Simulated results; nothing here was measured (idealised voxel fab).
Process module name: voxel air gaps
170 nm wide, 5 nm square cells: that's cross-section cut.
Think of the cross-section as a grid of square cells. We describe it in bands, top to bottom, and each band covers one or more rows of those cells. Read a band's entry like this: the first values are the height of its top and the height of its bottom in nm, and what follows is the sequence of materials from left to right, each with its width in nm. Note that "empty" is empty space, and that a single material marked "everywhere" reaches across the band from edge to edge. Heights from 0 (as-received wafer is one material below). Bottom band endless downward, as "0 -> down". Quick explanation for "30->40": the width changes in equal steps down the rows of cells, from the first number in the band's top row to the second number in its bottom row. A step reported as "nothing was modified" is a step in which no cell of the cross-section changed. Listed in "closed voids": every empty space of 8 or more cells without an open way to the top. Form: width x height at distance, the distance being from the left edge, all in nm. after a step's settings: what the simulator itself notes on the step. "overlay nm" on a masked step: distance the mask lay right of its planned place, negative for left.
The planned process steps are enumerated hereunder
1: RECEIVE: material Si
2: CONFORMAL_DEP: material SiO2, thk nm 15
3: CONFORMAL_DEP: material SiCN, thk nm 5
4: DIRECTIONAL_DEP: material lowk, thk nm 35
5: MASKED_ETCH: tone open, mask id LINES, width nm 20, pitch nm 50, etch materials lowk, depth nm 35, overlay nm 0
6: CONFORMAL_DEP: material TiN, thk nm 5
7: FILL_DEP: material Ru, thk nm 5
8: CMP: height nm 55
9: EPI: material Ru, thk nm 10
10: SELECTIVE_ETCH: etch materials lowk, depth nm 45
11: CONFORMAL_DEP: material SiCN, thk nm 5
As-received state of the wafer in cross-section, equivalent to post-step 1
0 -> down | Si everywhere
closed voids: none
Run as planned - first of the two wafers cross-sectioned at the end of the module
70 -> 65 | 10 of empty; 150 of SiCN; 10 of empty
65 -> 55 | 10 of empty; 5 of SiCN; 40 of Ru; 10 of SiCN; 40 of Ru; 10 of SiCN; 40 of Ru; 5 of SiCN; 10 of empty
55 -> 50 | 10 of empty; 15 of SiCN; 5 of TiN; 10 of Ru; 5 of TiN; 30 of SiCN; 5 of TiN; 10 of Ru; 5 of TiN; 30 of SiCN; 5 of TiN; 10 of Ru; 5 of TiN; 15 of SiCN; 10 of empty
50 -> 25 | 20 of empty; 5 of SiCN; 5 of TiN; 10 of Ru; 5 of TiN; 5 of SiCN; 20 of empty; 5 of SiCN; 5 of TiN; 10 of Ru; 5 of TiN; 5 of SiCN; 20 of empty; 5 of SiCN; 5 of TiN; 10 of Ru; 5 of TiN; 5 of SiCN; 20 of empty
25 -> 20 | 25 of SiCN; 20 of TiN; 30 of SiCN; 20 of TiN; 30 of SiCN; 20 of TiN; 25 of SiCN
20 -> 15 | SiCN everywhere
15 -> 0 | SiO2 everywhere
0 -> down | Si everywhere
closed voids: 20 x 25 at 50; 20 x 25 at 100
Here is the second of the two wafers cut open at the end of the module - same start, same plan as the first one, but we made one mistake running it
80 -> 75 | SiCN everywhere
75 -> 55 | 5 of SiCN; 160 of Ru; 5 of SiCN
55 -> 50 | 25 of SiCN; 5 of TiN; 10 of Ru; 5 of TiN; 30 of lowk; 5 of TiN; 10 of Ru; 5 of TiN; 30 of lowk; 5 of TiN; 10 of Ru; 5 of TiN; 25 of SiCN
50 -> 25 | 20 of empty; 5 of SiCN; 5 of TiN; 10 of Ru; 5 of TiN; 30 of lowk; 5 of TiN; 10 of Ru; 5 of TiN; 30 of lowk; 5 of TiN; 10 of Ru; 5 of TiN; 5 of SiCN; 20 of empty
25 -> 20 | 25 of SiCN; 20 of TiN; 30 of lowk; 20 of TiN; 30 of lowk; 20 of TiN; 25 of SiCN
20 -> 15 | SiCN everywhere
15 -> 0 | SiO2 everywhere
0 -> down | Si everywhere
closed voids: 20 x 25 at 0; 20 x 25 at 150
Which mistake was made when the wafer was run? heads up, step 9 of the plan got done twice
Once processing is complete, comparing cell counts shows that the second wafer has more or fewer of certain materials than the first: +80 Ru; -40 SiCN; +84 lowk
